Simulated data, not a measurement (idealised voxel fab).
process module | voxel ribs on slabs
cross-section cut | 285 nm wide | cells 5 nm
A cross-section is a grid of square cells, given in bands from the top down. A band is one or more rows of cells.
Each band's line starts with the height of the band's top and of its bottom, in nm. Then come its materials from left to right, each with its width in nm. One material with "throughout" fills the band from edge to edge. "air" is empty space.
Height 0 is the level under which the wafer as received is all one material. The lowest band goes on downwards, as in "0 down".
A width such as "30 to 40" changes by the same amount from each row of cells to the next, from the band's top row to its bottom row.
"no change" after a step means that no cell of the cross-section changed.
closed voids: empty space of 8 cells or more with no open way to the top, each as width x height at its distance from the left edge, in nm
after a step's settings: what the simulator itself notes on the step
overlay nm, on a step with a mask: how far to the right of its planned place the mask lay; to the left if negative
plan
1 op RECEIVE | material Si
2 op DIRECTIONAL_DEP | material SiO2 | thk nm 30
3 op DIRECTIONAL_DEP | material SiN | thk nm 15
4 op PATTERN | tone cover | mask id RIB | material resist | width nm 25 | thk nm 20 | overlay nm 0
5 op DIRECTIONAL_ETCH | etch materials SiN | depth nm 5
6 op STRIP | etch materials resist
7 op MASKED_ETCH | tone cover | mask id SLAB | width nm 55 | etch materials SiN | depth nm 10 | overlay nm 0
8 op FILL_DEP | material SiO2 | thk nm 20
9 op CMP | height nm 55
10 op DIRECTIONAL_DEP | material W | thk nm 10
11 op MASKED_ETCH | tone cover | mask id HEATER | width nm 35 | etch materials W | depth nm 10 | overlay nm 0
12 op CONFORMAL_DEP | material SiO2 | thk nm 5
as received, after step 1
  0 down: Si throughout
  closed voids: none
first wafer at the end, as planned
  70 to 65: air 120 | SiO2 45 | air 120
  65 to 60: air 120 | SiO2 5 | W 35 | SiO2 5 | air 120
  60 to 55: SiO2 125 | W 35 | SiO2 125
  55 to 45: SiO2 throughout
  45 to 40: SiO2 130 | SiN 25 | SiO2 130
  40 to 30: SiO2 115 | SiN 55 | SiO2 115
  30 to 0: SiO2 throughout
  0 down: Si throughout
  closed voids: none
second wafer at the end: like start, like plan, one mistake
  70 to 65: air 120 | SiO2 45 | air 120
  65 to 60: air 120 | SiO2 5 | W 35 | SiO2 5 | air 120
  60 to 55: SiO2 125 | W 35 | SiO2 125
  55 to 45: SiO2 115 | SiN 55 | SiO2 115
  45 to 30: SiN throughout
  30 to 0: SiO2 throughout
  0 down: Si throughout
  closed voids: none
what went wrong: step 3 was run twice
at the end the second wafer has, in cells: 166 more of SiN | 166 fewer of SiO2
